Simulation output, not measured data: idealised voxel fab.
A process module follows: voxel trench capacitor.
Cross-section cut spans 140 nm and uses square cells 5 nm in size.
When this document writes out a cross-section, it uses a grid of square cells and lists it as bands, beginning at the top and moving down, with a band standing for one or more rows of cells.
Band: top and bottom heights (nm) first, top before bottom; then materials from left to right, widths in nm. "full width" marks a sole material filling the band edge to edge. "air" denotes empty space.
A quick word on heights: they are counted from 0, and under that level the wafer as it came to us is one material throughout. The lowest band is different from the rest in having no bottom; it simply continues downward, written as in "z 0 and below".
A two-number width, for instance "30 to 40", indicates that the width is equal to the first number in the top row of the band and to the second number in the bottom row, and that it changes by a constant amount per row of cells.
The designation "all unchanged", where it is given for a processing step, indicates that no cell of the cross-section was altered in the course of that step.
"Fully sealed voids" contains a list of empty spaces, each no smaller than 8 cells and without an open way to the top, written in the form width x height at distance with the distance from the left edge and all three in nm.
Note: text after step settings on the step line = simulator remark on that step.
overlay nm: where the mask lay relative to plan, measured to the right, on steps with a mask; negatives go left.

So here's the lineup of process steps we planned
1 RECEIVE [material Si]
2 CONFORMAL_DEP [material SiN] [thk nm 10]
3 DIRECTIONAL_DEP [material aC] [thk nm 10]
4 PATTERN [tone open] [mask id TRENCH] [material resist] [width nm 15] [pitch nm 35] [thk nm 25] [overlay nm 0]
5 DIRECTIONAL_ETCH [etch materials aC] [depth nm 10]
6 STRIP [etch materials resist]
7 DIRECTIONAL_ETCH [etch materials SiN] [depth nm 10]
8 DIRECTIONAL_ETCH [etch materials Si] [depth nm 25]
9 STRIP [etch materials aC]
10 CONFORMAL_DEP [material SiO2] [thk nm 5]
11 FILL_DEP [material polySi] [thk nm 10]
12 CMP [height nm 10]

Of two wafers, the first: run according to plan

Wafer cross-section on receipt, i.e. after step 1
* z 0 and below  Si full width
* Fully sealed voids: none

Step 2 complete: cross-section through the wafer
* z 10 to 0  SiN full width
* Under 0: no change, same as before.

Step 3 complete: cross-section through the wafer
* z 20 to 10  aC full width
* Under 10: no change, same as before.

Step 4 complete: cross-section through the wafer
* z 45 to 20  resist 25; air 15; resist 20; air 15; resist 20; air 15; resist 30
* Under 20: no change, same as before.

Step 5 complete: cross-section through the wafer
* z 35 to 20  resist 25; air 15; resist 20; air 15; resist 20; air 15; resist 30
* z 20 to 10  aC 25; air 15; aC 20; air 15; aC 20; air 15; aC 30
* Under 10: no change, same as before.

Step 6 complete: cross-section through the wafer
* z 20 to 10  aC 25; air 15; aC 20; air 15; aC 20; air 15; aC 30
* Under 10: no change, same as before.

Step 7 complete: cross-section through the wafer
* z 20 to 10  aC 25; air 15; aC 20; air 15; aC 20; air 15; aC 30
* z 10 to 0  SiN 25; air 15; SiN 20; air 15; SiN 20; air 15; SiN 30
* Under 0: no change, same as before.

Step 8 complete: cross-section through the wafer
* z 20 to 10  aC 25; air 15; aC 20; air 15; aC 20; air 15; aC 30
* z 10 to 0  SiN 25; air 15; SiN 20; air 15; SiN 20; air 15; SiN 30
* z 0 to -25  Si 25; air 15; Si 20; air 15; Si 20; air 15; Si 30
* Under -25: no change, same as before.

Step 9 complete: cross-section through the wafer
* z 10 to 0  SiN 25; air 15; SiN 20; air 15; SiN 20; air 15; SiN 30
* Under 0: no change, same as before.

Step 10 complete: cross-section through the wafer
* z 15 to 10  SiO2 30; air 5; SiO2 30; air 5; SiO2 30; air 5; SiO2 35
* z 10 to 0  SiN 25; SiO2 5; air 5; SiO2 5; SiN 20; SiO2 5; air 5; SiO2 5; SiN 20; SiO2 5; air 5; SiO2 5; SiN 30
* z 0 to -20  Si 25; SiO2 5; air 5; SiO2 5; Si 20; SiO2 5; air 5; SiO2 5; Si 20; SiO2 5; air 5; SiO2 5; Si 30
* z -20 to -25  Si 25; SiO2 15; Si 20; SiO2 15; Si 20; SiO2 15; Si 30
* Under -25: no change, same as before.

Step 11 complete: cross-section through the wafer
* z 25 to 15  polySi full width
* z 15 to 10  SiO2 30; polySi 5; SiO2 30; polySi 5; SiO2 30; polySi 5; SiO2 35
* z 10 to 0  SiN 25; SiO2 5; polySi 5; SiO2 5; SiN 20; SiO2 5; polySi 5; SiO2 5; SiN 20; SiO2 5; polySi 5; SiO2 5; SiN 30
* z 0 to -20  Si 25; SiO2 5; polySi 5; SiO2 5; Si 20; SiO2 5; polySi 5; SiO2 5; Si 20; SiO2 5; polySi 5; SiO2 5; Si 30
* Under -20: no change, same as before.

Step 12 complete: cross-section through the wafer
* z 10 to 0  SiN 25; SiO2 5; polySi 5; SiO2 5; SiN 20; SiO2 5; polySi 5; SiO2 5; SiN 20; SiO2 5; polySi 5; SiO2 5; SiN 30
* Under 0: no change, same as before.

Wafer two. Same start, same plan, one slip in execution. Same as wafer one through step 3, inclusive

Second wafer: cross-section at the scheduled end of step 4
* z 45 to 20  resist 25; air 20; resist 15; air 20; resist 15; air 20; resist 25
* Under 20: no change, same as before.

Second wafer: cross-section at the scheduled end of step 5
* z 35 to 20  resist 25; air 20; resist 15; air 20; resist 15; air 20; resist 25
* z 20 to 10  aC 25; air 20; aC 15; air 20; aC 15; air 20; aC 25
* Under 10: no change, same as before.

Second wafer: cross-section at the scheduled end of step 6
* z 20 to 10  aC 25; air 20; aC 15; air 20; aC 15; air 20; aC 25
* Under 10: no change, same as before.

Second wafer: cross-section at the scheduled end of step 7
* z 20 to 10  aC 25; air 20; aC 15; air 20; aC 15; air 20; aC 25
* z 10 to 0  SiN 25; air 20; SiN 15; air 20; SiN 15; air 20; SiN 25
* Under 0: no change, same as before.

Second wafer: cross-section at the scheduled end of step 8
* z 20 to 10  aC 25; air 20; aC 15; air 20; aC 15; air 20; aC 25
* z 10 to 0  SiN 25; air 20; SiN 15; air 20; SiN 15; air 20; SiN 25
* z 0 to -25  Si 25; air 20; Si 15; air 20; Si 15; air 20; Si 25
* Under -25: no change, same as before.

Second wafer: cross-section at the scheduled end of step 9
* z 10 to 0  SiN 25; air 20; SiN 15; air 20; SiN 15; air 20; SiN 25
* Under 0: no change, same as before.

Second wafer: cross-section at the scheduled end of step 10
* z 15 to 10  SiO2 30; air 10; SiO2 25; air 10; SiO2 25; air 10; SiO2 30
* z 10 to 0  SiN 25; SiO2 5; air 10; SiO2 5; SiN 15; SiO2 5; air 10; SiO2 5; SiN 15; SiO2 5; air 10; SiO2 5; SiN 25
* z 0 to -20  Si 25; SiO2 5; air 10; SiO2 5; Si 15; SiO2 5; air 10; SiO2 5; Si 15; SiO2 5; air 10; SiO2 5; Si 25
* z -20 to -25  Si 25; SiO2 20; Si 15; SiO2 20; Si 15; SiO2 20; Si 25
* Under -25: no change, same as before.

Second wafer: cross-section at the scheduled end of step 11
* z 25 to 15  polySi full width
* z 15 to 10  SiO2 30; polySi 10; SiO2 25; polySi 10; SiO2 25; polySi 10; SiO2 30
* z 10 to 0  SiN 25; SiO2 5; polySi 10; SiO2 5; SiN 15; SiO2 5; polySi 10; SiO2 5; SiN 15; SiO2 5; polySi 10; SiO2 5; SiN 25
* z 0 to -20  Si 25; SiO2 5; polySi 10; SiO2 5; Si 15; SiO2 5; polySi 10; SiO2 5; Si 15; SiO2 5; polySi 10; SiO2 5; Si 25
* Under -20: no change, same as before.

Second wafer: cross-section at the scheduled end of step 12
* z 10 to 0  SiN 25; SiO2 5; polySi 10; SiO2 5; SiN 15; SiO2 5; polySi 10; SiO2 5; SiN 15; SiO2 5; polySi 10; SiO2 5; SiN 25
* Under 0: no change, same as before.
Here's what went sideways: step 4 ran as: PATTERN [tone open] [mask id TRENCH] [material resist] [width nm 20] [pitch nm 35] [thk nm 25] [overlay nm 0]
Wafer comparison, final, in cells, second relative to first, materials more or fewer: 15 fewer of Si | 6 fewer of SiN | 3 more of SiO2 | 18 more of polySi
